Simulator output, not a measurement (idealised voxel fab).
Name of the process module below: voxel ribs on slabs
Displayed cross-section: cut, width of 145 nm, square cells sized 5 nm.
Cross-section layout: square cells on a grid; listed as bands, top to bottom; a band spans one or more cell rows. Band: top and bottom heights (nm) first, top before bottom; then materials from left to right, widths in nm. "all across" marks a sole material filling the band edge to edge. "air" denotes empty space. Heights are measured from 0, the level below which the as-received wafer is all one material; the lowest band has no bottom and continues downward, written as in "0 down". Think of "30->40" as a width that walks from the first number to the second as you go down the band, top row to bottom row, taking equal-sized steps from row to row. Where the words "nothing different" appear for a step, the cross-section shows no cell changed by that step; every cell remained as before. Entry "Encapsulated voids". Content: empty spaces with no open connection to the top, size 8 cells or greater. Each: width x height at distance. Distance: from left edge. Unit: nm. Formally, on a step line, whatever follows the settings is a remark that the simulator itself makes on the step. Among the settings permitted on a step's line is "overlay nm"; applied to a step with a mask, it specifies the extent to which the mask lay to the right of its planned position, whereas a negative figure signifies a position to the left.

[Intended process steps]
1,RECEIVE: material Si
2,DIRECTIONAL_DEP: material SiO2, thk nm 30
3,DIRECTIONAL_DEP: material polySi, thk nm 25
4,PATTERN: tone cover, mask id RIB, material resist, width nm 30, thk nm 15, overlay nm 0
5,DIRECTIONAL_ETCH: etch materials polySi, depth nm 20
6,STRIP: etch materials resist
7,DIRECTIONAL_DEP: material aC, thk nm 10
8,PATTERN: tone cover, mask id SLAB, material resist, width nm 80, thk nm 30, overlay nm 0
9,DIRECTIONAL_ETCH: etch materials aC, depth nm 10
10,STRIP: etch materials resist
11,DIRECTIONAL_ETCH: etch materials polySi, depth nm 5
12,STRIP: etch materials aC
13,FILL_DEP: material SiO2, thk nm 25
14,CMP: height nm 70
15,DIRECTIONAL_DEP: material W, thk nm 5
16,MASKED_ETCH: tone cover, mask id HEATER, width nm 40, etch materials W, depth nm 5, overlay nm 0
17,CONFORMAL_DEP: material SiN, thk nm 5

[Wafer, first of two, run as planned]

[Cross-section, incoming material, after step 1]
* 0 down | Si all across
* Encapsulated voids: none

[Step 2 complete: cross-section through the wafer]
* 30 to 0 | SiO2 all across
* Beneath the level 0, the cross-section is identical to its previous state.

[Step 3 complete: cross-section through the wafer]
* 55 to 30 | polySi all across
* Beneath the level 30, the cross-section is identical to its previous state.

[Step 4 complete: cross-section through the wafer]
* 70 to 55 | air=55, then resist=30, then air=60
* Beneath the level 55, the cross-section is identical to its previous state.

[Step 5 complete: cross-section through the wafer]
* 70 to 55 | air=55, then resist=30, then air=60
* 55 to 35 | air=55, then polySi=30, then air=60
* Beneath the level 35, the cross-section is identical to its previous state.

[Step 6 complete: cross-section through the wafer]
* 55 to 35 | air=55, then polySi=30, then air=60
* Beneath the level 35, the cross-section is identical to its previous state.

[Step 7 complete: cross-section through the wafer]
* 65 to 55 | air=55, then aC=30, then air=60
* 55 to 45 | air=55, then polySi=30, then air=60
* 45 to 35 | aC=55, then polySi=30, then aC=60
* Beneath the level 35, the cross-section is identical to its previous state.

[Step 8 complete: cross-section through the wafer]
* 95 to 65 | air=30, then resist=80, then air=35
* 65 to 55 | air=30, then resist=25, then aC=30, then resist=25, then air=35
* 55 to 45 | air=30, then resist=25, then polySi=30, then resist=25, then air=35
* Beneath the level 45, the cross-section is identical to its previous state.

[Step 9 complete: cross-section through the wafer]
* 85 to 65 | air=30, then resist=80, then air=35
* 65 to 55 | air=30, then resist=25, then aC=30, then resist=25, then air=35
* 55 to 45 | air=30, then resist=25, then polySi=30, then resist=25, then air=35
* 45 to 35 | air=30, then aC=25, then polySi=30, then aC=25, then air=35
* Beneath the level 35, the cross-section is identical to its previous state.

[Step 10 complete: cross-section through the wafer]
* 65 to 55 | air=55, then aC=30, then air=60
* 55 to 45 | air=55, then polySi=30, then air=60
* Beneath the level 45, the cross-section is identical to its previous state.

[Step 11 complete: cross-section through the wafer]
* 65 to 55 | air=55, then aC=30, then air=60
* 55 to 45 | air=55, then polySi=30, then air=60
* 45 to 35 | air=30, then aC=25, then polySi=30, then aC=25, then air=35
* 35 to 30 | air=30, then polySi=80, then air=35
* Beneath the level 30, the cross-section is identical to its previous state.

[Step 12 complete: cross-section through the wafer]
* 55 to 35 | air=55, then polySi=30, then air=60
* Beneath the level 35, the cross-section is identical to its previous state.

[Step 13 complete: cross-section through the wafer]
* 80 to 55 | SiO2 all across
* 55 to 35 | SiO2=55, then polySi=30, then SiO2=60
* 35 to 30 | SiO2=30, then polySi=80, then SiO2=35
* Beneath the level 30, the cross-section is identical to its previous state.

[Step 14 complete: cross-section through the wafer]
* 70 to 55 | SiO2 all across
* Beneath the level 55, the cross-section is identical to its previous state.

[Step 15 complete: cross-section through the wafer]
* 75 to 70 | W all across
* Beneath the level 70, the cross-section is identical to its previous state.

[Step 16 complete: cross-section through the wafer]
* 75 to 70 | air=50, then W=40, then air=55
* Beneath the level 70, the cross-section is identical to its previous state.

[Step 17 complete: cross-section through the wafer]
* 80 to 75 | air=45, then SiN=50, then air=50
* 75 to 70 | SiN=50, then W=40, then SiN=55
* Beneath the level 70, the cross-section is identical to its previous state.

[Wafer two of two - same starting point, same process plan, one mistake in execution; matches wafer one up to and including step 7]

[What the second wafer looks like in cross-section when step 8 should have wrapped up]
* 95 to 65 | air=25, then resist=90, then air=30
* 65 to 55 | air=25, then resist=30, then aC=30, then resist=30, then air=30
* 55 to 45 | air=25, then resist=30, then polySi=30, then resist=30, then air=30
* Beneath the level 45, the cross-section is identical to its previous state.

[What the second wafer looks like in cross-section when step 9 should have wrapped up]
* 85 to 65 | air=25, then resist=90, then air=30
* 65 to 55 | air=25, then resist=30, then aC=30, then resist=30, then air=30
* 55 to 45 | air=25, then resist=30, then polySi=30, then resist=30, then air=30
* 45 to 35 | air=25, then aC=30, then polySi=30, then aC=30, then air=30
* Beneath the level 35, the cross-section is identical to its previous state.

[What the second wafer looks like in cross-section when step 10 should have wrapped up]
* 65 to 55 | air=55, then aC=30, then air=60
* 55 to 45 | air=55, then polySi=30, then air=60
* Beneath the level 45, the cross-section is identical to its previous state.

[What the second wafer looks like in cross-section when step 11 should have wrapped up]
* 65 to 55 | air=55, then aC=30, then air=60
* 55 to 45 | air=55, then polySi=30, then air=60
* 45 to 35 | air=25, then aC=30, then polySi=30, then aC=30, then air=30
* 35 to 30 | air=25, then polySi=90, then air=30
* Beneath the level 30, the cross-section is identical to its previous state.

[What the second wafer looks like in cross-section when step 12 should have wrapped up]
* 55 to 35 | air=55, then polySi=30, then air=60
* Beneath the level 35, the cross-section is identical to its previous state.

[What the second wafer looks like in cross-section when step 13 should have wrapped up]
* 80 to 55 | SiO2 all across
* 55 to 35 | SiO2=55, then polySi=30, then SiO2=60
* 35 to 30 | SiO2=25, then polySi=90, then SiO2=30
* Beneath the level 30, the cross-section is identical to its previous state.

[What the second wafer looks like in cross-section when step 14 should have wrapped up]
* 70 to 55 | SiO2 all across
* Beneath the level 55, the cross-section is identical to its previous state.

[What the second wafer looks like in cross-section when step 15 should have wrapped up]
* 75 to 70 | W all across
* Beneath the level 70, the cross-section is identical to its previous state.

[What the second wafer looks like in cross-section when step 16 should have wrapped up]
* 75 to 70 | air=50, then W=40, then air=55
* Beneath the level 70, the cross-section is identical to its previous state.

[What the second wafer looks like in cross-section when step 17 should have wrapped up]
* 80 to 75 | air=45, then SiN=50, then air=50
* 75 to 70 | SiN=50, then W=40, then SiN=55
* Beneath the level 70, the cross-section is identical to its previous state.
Deviation noted in wafer processing: step 8 did not use the planned setting and instead ran as PATTERN: tone cover, mask id SLAB, material resist, width nm 90, thk nm 30, overlay nm 0
Wrapping up, a cell-based count of both wafers puts the second over or under the first for these materials: -2 SiO2, +2 polySi
